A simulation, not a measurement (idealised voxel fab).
Proc. module: voxel plated lines
Shown is cross-section cut, with a width of 215 nm and square cells of size 5 nm.
In this document a cross-section is written as a grid of square cells. It is given as a series of bands, listed from the top down, and a band is one or more rows of cells. This entry defines a band. It first specifies the height of the band's top and the height of its bottom in nm, and then specifies the band's materials from left to right, stating each material with its width in nm. The word "everywhere" identifies a single material that fills the band from edge to edge, while the word "blank" identifies empty space. Beneath 0, the wafer as received is one material, and that level is where height counting begins. The lowest band goes on downward without a bottom; it is written like "0 down". Top row gets the first number, bottom row gets the second, and each row in between changes by the same step: that is how a band width like "30..40" works. Reading "nothing changed" for a step: not a cell of the cross-section changed in it. Any empty space of 8 cells or more lacking an open way to the top shows up in "Enclosed void catalog" as width x height at distance, distance from the left edge, in nm. Text after the settings on a step's line: the simulator's own remark on that step. overlay nm: step with mask; distance mask lay right of planned place; negative value = left of planned place.

### Below is the list of planned process steps
1: RECEIVE,material Si
2: CONFORMAL_DEP,material SiN,thk nm 15
3: DIRECTIONAL_DEP,material TiN,thk nm 5
4: PATTERN,tone open,mask id LINES,material resist,width nm 25,pitch nm 55,thk nm 30,overlay nm 0
5: EPI,material Ru,thk nm 5
6: EPI,material Ru,thk nm 5
7: STRIP,etch materials resist
8: DIRECTIONAL_ETCH,etch materials TiN,depth nm 5
9: CONFORMAL_DEP,material SiO2,thk nm 5

### Cross-sectional view of the wafer in its as-received condition, corresponding to the state after step 1
	0 down | Si everywhere
	Enclosed void catalog: none

### The module was run from the start shown above using the plan shown above, but one mistake was made doing it; the resulting wafer cross-section is below
	50 to 45 | blank=35 | SiO2=35 | blank=20 | SiO2=35 | blank=20 | SiO2=35 | blank=35
	45 to 35 | blank=35 | SiO2=5 | Ru=25 | SiO2=5 | blank=20 | SiO2=5 | Ru=25 | SiO2=5 | blank=20 | SiO2=5 | Ru=25 | SiO2=5 | blank=35
	35 to 30 | SiO2=40 | TiN=25 | SiO2=30 | TiN=25 | SiO2=30 | TiN=25 | SiO2=40
	30 to 0 | SiN everywhere
	0 down | Si everywhere
	Enclosed void catalog: none
Run error: heads up, step 2 of the plan got done twice
